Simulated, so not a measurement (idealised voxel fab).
Documented hereafter: the process module known as voxel spacer lines.
The cross-section shown here is cut; it is 195 nm wide and divided into square cells measuring 5 nm on a side.
A cross-section is a grid of square cells, given in bands from the top down. A band is one or more rows of cells.
Read a band's entry like this: the first values are the height of its top and the height of its bottom in nm, and what follows is the sequence of materials from left to right, each with its width in nm. Note that "blank" is empty space, and that a single material marked "full width" reaches across the band from edge to edge.
Basically, 0 is our baseline, since under it the wafer straight out of the box is all one material. The bottom band has no lower end and keeps on going down, so it looks like "0 down".
With a width like "30..40", each row of cells in the band differs from the next by the same amount, the top row carrying the first number and the bottom row the second.
Any step labelled "nothing changed" changed none of the cells in the cross-section.
Voids not open to the top, 8 cells minimum: see "Sealed-off cavities". Written width x height at distance; distance is from the left edge; nm.
What comes after the settings on a step's line is commentary from the simulator itself on that step.
overlay nm: step with mask; distance mask lay right of planned place; negative value = left of planned place.

Here's what the planned process steps look like
1) op RECEIVE | material Si
2) op CONFORMAL_DEP | material Al2O3 | thk nm 10
3) op DIRECTIONAL_DEP | material polySi | thk nm 10
4) op DIRECTIONAL_DEP | material aC | thk nm 25
5) op PATTERN | tone cover | mask id MANDREL | material resist | width nm 15 | pitch nm 50 | thk nm 35 | overlay nm -15
6) op DIRECTIONAL_ETCH | etch materials aC | depth nm 25
7) op STRIP | etch materials resist
8) op CONFORMAL_DEP | material SiO2 | thk nm 10
9) op DIRECTIONAL_ETCH | etch materials SiO2 | depth nm 10
10) op STRIP | etch materials aC
11) op DIRECTIONAL_ETCH | etch materials polySi | depth nm 10
12) op STRIP | etch materials SiO2
Wafers differ in overlay nm at step 5; plan lists the first wafer's value; identical starting state.

Here's the first of the wafers in cross-section, just as we got it, i.e. after step 1
    0 down | Si full width
    Sealed-off cavities: none

Last step of the module is step 12; after it, the first of several wafers in cross-section
    20 to 10 | 15 blank; 10 polySi; 15 blank; 10 polySi; 15 blank; 10 polySi; 15 blank; 10 polySi; 15 blank; 10 polySi; 15 blank; 10 polySi; 45 blank
    10 to 0 | Al2O3 full width
    0 down | Si full width
    Sealed-off cavities: none

Last-wafer cross-section at the end of the module
    20 to 10 | 45 blank; 10 polySi; 15 blank; 10 polySi; 15 blank; 10 polySi; 15 blank; 10 polySi; 15 blank; 10 polySi; 15 blank; 10 polySi; 15 blank
    10 to 0 | Al2O3 full width
    0 down | Si full width
    Sealed-off cavities: none

each wafer at the end: cells of each material gained (+) or lost (-) since it was received, then its closed voids
overlay nm -15, +78 Al2O3, +24 polySi, Sealed-off cavities: none
overlay nm -10, +78 Al2O3, +24 polySi, Sealed-off cavities: none
overlay nm -5, +78 Al2O3, +24 polySi, Sealed-off cavities: none
overlay nm 0, +78 Al2O3, +24 polySi, Sealed-off cavities: none
overlay nm 5, +78 Al2O3, +24 polySi, Sealed-off cavities: none
overlay nm 10, +78 Al2O3, +24 polySi, Sealed-off cavities: none
overlay nm 15, +78 Al2O3, +24 polySi, Sealed-off cavities: none
